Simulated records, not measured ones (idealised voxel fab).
Process module name: voxel self aligned vias
Xsec cut, 295 nm wide, square cell size 5 nm.
We lay out every cross-section as a grid of square cells and spell it out in bands from the top down, where one band means one or more rows of cells.
Per band: top height and bottom height in nm, followed by the left-to-right materials and their widths in nm; "everywhere" marks a single material spanning edge to edge, "blank" marks empty space.
Basically, 0 is our baseline, since under it the wafer straight out of the box is all one material. The bottom band has no lower end and keeps on going down, so it looks like "0 down".
A two-number width, for instance "30 to 40", indicates that the width is equal to the first number in the top row of the band and to the second number in the bottom row, and that it changes by a constant amount per row of cells.
A step reported as "nothing altered" is a step in which no cell of the cross-section changed.
Empty spaces without an open route to the top, at least 8 cells in extent, make up the entry "Enclosed void entries"; each is given as width x height at distance, where the distance is measured from the left edge, and all are in nm.
Heads up: the bit after the settings on a step's line is the simulator's remark on that step.
Steps that use a mask can have "overlay nm" on their line. It says how far the mask sat to the right of where it was meant to be. Negative means to the left.

The steps planned for the process are as follows
1. RECEIVE (material Si)
2. CONFORMAL_DEP (material SiO2; thk nm 10)
3. CONFORMAL_DEP (material SiCN; thk nm 5)
4. DIRECTIONAL_DEP (material SiO2; thk nm 25)
5. DIRECTIONAL_DEP (material aC; thk nm 15)
6. PATTERN (tone open; mask id LINES; material resist; width nm 20; pitch nm 55; thk nm 30; overlay nm 0)
7. DIRECTIONAL_ETCH (etch materials aC; depth nm 15)
8. STRIP (etch materials resist)
9. DIRECTIONAL_ETCH (etch materials SiO2; depth nm 25)
10. STRIP (etch materials aC)
11. CONFORMAL_DEP (material TiN; thk nm 5)
12. FILL_DEP (material W; thk nm 10)
13. CMP (height nm 40)
14. SELECTIVE_ETCH (etch materials W Ru TiN; depth nm 5)
15. FILL_DEP (material SiN; thk nm 5)
16. CMP (height nm 40)
17. DIRECTIONAL_DEP (material SiO2; thk nm 20)
18. MASKED_ETCH (tone open; mask id VIAS; width nm 30; pitch nm 55; etch materials SiO2; depth nm 20; overlay nm 0)
19. MASKED_ETCH (tone open; mask id VIAS; width nm 30; pitch nm 55; etch materials SiN; depth nm 5; overlay nm 0)
20. CONFORMAL_DEP (material TiN; thk nm 5)
21. FILL_DEP (material Ru; thk nm 10)
22. CMP (height nm 50)
23. CONFORMAL_DEP (material SiN; thk nm 5)
For clarity, it should be stated that the wafers under discussion commence in an identical condition and differ with respect to the height nm of step 22, the plan indicating the value that the first wafer had.

Received wafers, first of several: cross-section after step 1
* 0 down: Si everywhere
* Enclosed void entries: none

Wafer cross-section (first of several) - module end, post step 23 (last step)
* 55 to 50: SiN everywhere
* 50 to 40: SiO2 75 nm  TiN 5 to 10 nm  Ru 20 to 10 nm  TiN 5 to 10 nm  SiO2 25 nm  TiN 5 to 10 nm  Ru 20 to 10 nm  TiN 5 to 10 nm  SiO2 25 nm  TiN 5 to 10 nm  Ru 20 to 10 nm  TiN 5 to 10 nm  SiO2 80 nm
* 40 to 35: SiO2 80 nm  TiN 20 nm  SiO2 35 nm  TiN 20 nm  SiO2 35 nm  TiN 20 nm  SiO2 85 nm
* 35 to 20: SiO2 80 nm  TiN 5 nm  W 10 nm  TiN 5 nm  SiO2 35 nm  TiN 5 nm  W 10 nm  TiN 5 nm  SiO2 35 nm  TiN 5 nm  W 10 nm  TiN 5 nm  SiO2 85 nm
* 20 to 15: SiO2 80 nm  TiN 20 nm  SiO2 35 nm  TiN 20 nm  SiO2 35 nm  TiN 20 nm  SiO2 85 nm
* 15 to 10: SiCN everywhere
* 10 to 0: SiO2 everywhere
* 0 down: Si everywhere
* Enclosed void entries: none

Final wafer cross-section at module end
* 80 to 75: SiN everywhere
* 75 to 65: Ru everywhere
* 65 to 60: TiN 80 nm  Ru 20 nm  TiN 35 nm  Ru 20 nm  TiN 35 nm  Ru 20 nm  TiN 85 nm
* 60 to 45: SiO2 75 nm  TiN 5 nm  Ru 20 nm  TiN 5 nm  SiO2 25 nm  TiN 5 nm  Ru 20 nm  TiN 5 nm  SiO2 25 nm  TiN 5 nm  Ru 20 nm  TiN 5 nm  SiO2 80 nm
* 45 to 40: SiO2 75 nm  TiN 10 nm  Ru 10 nm  TiN 10 nm  SiO2 25 nm  TiN 10 nm  Ru 10 nm  TiN 10 nm  SiO2 25 nm  TiN 10 nm  Ru 10 nm  TiN 10 nm  SiO2 80 nm
* 40 to 35: SiO2 80 nm  TiN 20 nm  SiO2 35 nm  TiN 20 nm  SiO2 35 nm  TiN 20 nm  SiO2 85 nm
* 35 to 20: SiO2 80 nm  TiN 5 nm  W 10 nm  TiN 5 nm  SiO2 35 nm  TiN 5 nm  W 10 nm  TiN 5 nm  SiO2 35 nm  TiN 5 nm  W 10 nm  TiN 5 nm  SiO2 85 nm
* 20 to 15: SiO2 80 nm  TiN 20 nm  SiO2 35 nm  TiN 20 nm  SiO2 35 nm  TiN 20 nm  SiO2 85 nm
* 15 to 10: SiCN everywhere
* 10 to 0: SiO2 everywhere
* 0 down: Si everywhere
* Enclosed void entries: none

Table: wafers, a row each; end-of-module cell change per material since receipt, gain (+), loss (-); then closed voids
height nm 50; +18 Ru; +59 SiCN; +59 SiN; +435 SiO2; +60 TiN; +18 W; Enclosed void entries: none
height nm 55; +30 Ru; +59 SiCN; +59 SiN; +476 SiO2; +66 TiN; +18 W; Enclosed void entries: none
height nm 60; +42 Ru; +59 SiCN; +59 SiN; +517 SiO2; +72 TiN; +18 W; Enclosed void entries: none
height nm 65; +54 Ru; +59 SiCN; +59 SiN; +517 SiO2; +119 TiN; +18 W; Enclosed void entries: none
height nm 70; +113 Ru; +59 SiCN; +59 SiN; +517 SiO2; +119 TiN; +18 W; Enclosed void entries: none
height nm 75; +172 Ru; +59 SiCN; +59 SiN; +517 SiO2; +119 TiN; +18 W; Enclosed void entries: none
